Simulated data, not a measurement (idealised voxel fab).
The process module that follows is named voxel plated lines.
Square cells of 5 nm make up the cross-section cut, whose width is 295 nm.
Reading order for cross-sections: top band down to bottom band. Underlying form: a grid of square cells. Band size: one or more rows of cells. Band: top height; bottom height; in nm. Then, left to right: material with width in nm, for each material. "full width": a single material spanning edge to edge. "blank": empty space. Counting heights begins at 0, where everything beneath is, in the wafer as received, one material. The lowest band has no bottom; it goes on downwards, as "z 0 and below" shows. Note: "30..40" means the width goes from the first number (top row of the band) to the second number (bottom row) in equal steps per row of cells. "all unchanged" -> step changed no cross-section cell. Listed in "Entrapped voids": every empty space of 8 or more cells without an open way to the top. Form: width x height at distance, the distance being from the left edge, all in nm. That trailing text on a step's line, after the settings, is the simulator's own remark on the step. overlay nm: for a step with a mask, the amount by which the mask lay right of where it was planned; a negative amount means left of it.

[plan]
- 1: RECEIVE with material Si
- 2: CONFORMAL_DEP with material SiN, thk nm 5
- 3: DIRECTIONAL_DEP with material TiN, thk nm 5
- 4: PATTERN with tone open, mask id LINES, material resist, width nm 25, pitch nm 40, thk nm 40, overlay nm 0
- 5: EPI with material Ru, thk nm 10
- 6: EPI with material Ru, thk nm 5
- 7: EPI with material Ru, thk nm 5
- 8: STRIP with etch materials resist
- 9: DIRECTIONAL_ETCH with etch materials TiN, depth nm 5
- 10: CONFORMAL_DEP with material SiN, thk nm 10

[As-received wafer cross-section (after step 1)]
* z 0 and below: Si full width
* Entrapped voids: none

[The first of the two wafers as seen in cross-section once the module was finished; processing followed the plan]
* z 40 to 30: 85 of blank; 125 of SiN; 85 of blank
* z 30 to 15: 85 of blank; 10 of SiN; 25 of Ru; 15 of SiN; 25 of Ru; 15 of SiN; 25 of Ru; 10 of SiN; 85 of blank
* z 15 to 10: 95 of SiN; 25 of Ru; 15 of SiN; 25 of Ru; 15 of SiN; 25 of Ru; 95 of SiN
* z 10 to 5: 95 of SiN; 25 of TiN; 15 of SiN; 25 of TiN; 15 of SiN; 25 of TiN; 95 of SiN
* z 5 to 0: SiN full width
* z 0 and below: Si full width
* Entrapped voids: none

[Wafer two cross-section, module end. Start and plan unchanged from wafer one; one mistake made during the run]
* z 20 to 0: SiN full width
* z 0 and below: Si full width
* Entrapped voids: none
Finding, execution versus plan: contrary to plan, step 3 was performed as DIRECTIONAL_DEP with material SiN, thk nm 5
Final difference in cells, second wafer against first, listed per material as more or fewer: Ru: 60 fewer; SiN: 9 more; TiN: 15 fewer
